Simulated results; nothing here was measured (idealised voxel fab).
Title: Process Module voxel self aligned vias
Section shown: cut. Width: 300 nm. Cell size: 5 nm, square.
Format of a cross-section: grid, square cells. Given as bands. Order: top down. Band: one or more rows of cells. For a band, the entry starts with two heights in nm, that of the top and then that of the bottom, and carries on with the band's materials in order from left to right, each alongside its width in nm; the word "everywhere" beside a single material means it fills the band edge to edge, and "air" means empty space. Height is counted from the level 0, under which the received wafer is composed throughout of one material. The lowest of the bands is not closed at the bottom but continues downward, in the notation "top 0, no bottom". With a width like "30->40", each row of cells in the band differs from the next by the same amount, the top row carrying the first number and the bottom row the second. "no change" after a step means that no cell of the cross-section changed. Basically, "Closed void table" tells you about the enclosed voids: empty spaces with no open way to the top, 8 cells or bigger, each written width x height at distance, where distance is from the left edge, all in nm. What comes after the settings on a step's line is commentary from the simulator itself on that step. "overlay nm" denotes, for a step that has a mask, the displacement of the mask to the right of its planned place, with negative values corresponding to the left.

### Intended process steps
1) op RECEIVE | material Si
2) op CONFORMAL_DEP | material SiO2 | thk nm 10
3) op CONFORMAL_DEP | material SiCN | thk nm 5
4) op DIRECTIONAL_DEP | material lowk | thk nm 25
5) op PATTERN | tone open | mask id LINES | material resist | width nm 25 | pitch nm 50 | thk nm 20 | overlay nm 0
6) op DIRECTIONAL_ETCH | etch materials lowk | depth nm 25
7) op STRIP | etch materials resist
8) op CONFORMAL_DEP | material TiN | thk nm 5
9) op FILL_DEP | material W | thk nm 5
10) op CMP | height nm 40
11) op SELECTIVE_ETCH | etch materials W Ru TiN | depth nm 5
12) op FILL_DEP | material SiN | thk nm 10
13) op CMP | height nm 40
14) op DIRECTIONAL_DEP | material lowk | thk nm 15
15) op MASKED_ETCH | tone open | mask id VIAS | width nm 25 | pitch nm 50 | etch materials lowk | depth nm 15 | overlay nm 0
16) op MASKED_ETCH | tone open | mask id VIAS | width nm 35 | pitch nm 50 | etch materials SiN | depth nm 5 | overlay nm 0
17) op CONFORMAL_DEP | material TiN | thk nm 5
18) op FILL_DEP | material Cu | thk nm 10
19) op CMP | height nm 55
20) op CONFORMAL_DEP | material SiN | thk nm 5
Wafers differ in width nm at step 15; plan lists the first wafer's value; identical starting state.

### Cross-sectional view of the first of several wafers in the as-received condition, corresponding to the state following step 1
- top 0, no bottom  Si everywhere
- Closed void table: none

### The table below has one row for each wafer; a row shows, as of the end of the module, how many cells of each material the wafer has gained, marked (+), or lost, marked (-), since it was received, and then the wafer's closed voids
width nm 25, +18 Cu, +60 SiCN, +60 SiN, +120 SiO2, +44 TiN, +18 W, +400 lowk, Closed void table: none
width nm 30, +22 Cu, +60 SiCN, +60 SiN, +120 SiO2, +46 TiN, +18 W, +394 lowk, Closed void table: none
width nm 35, +26 Cu, +60 SiCN, +60 SiN, +120 SiO2, +48 TiN, +18 W, +388 lowk, Closed void table: none
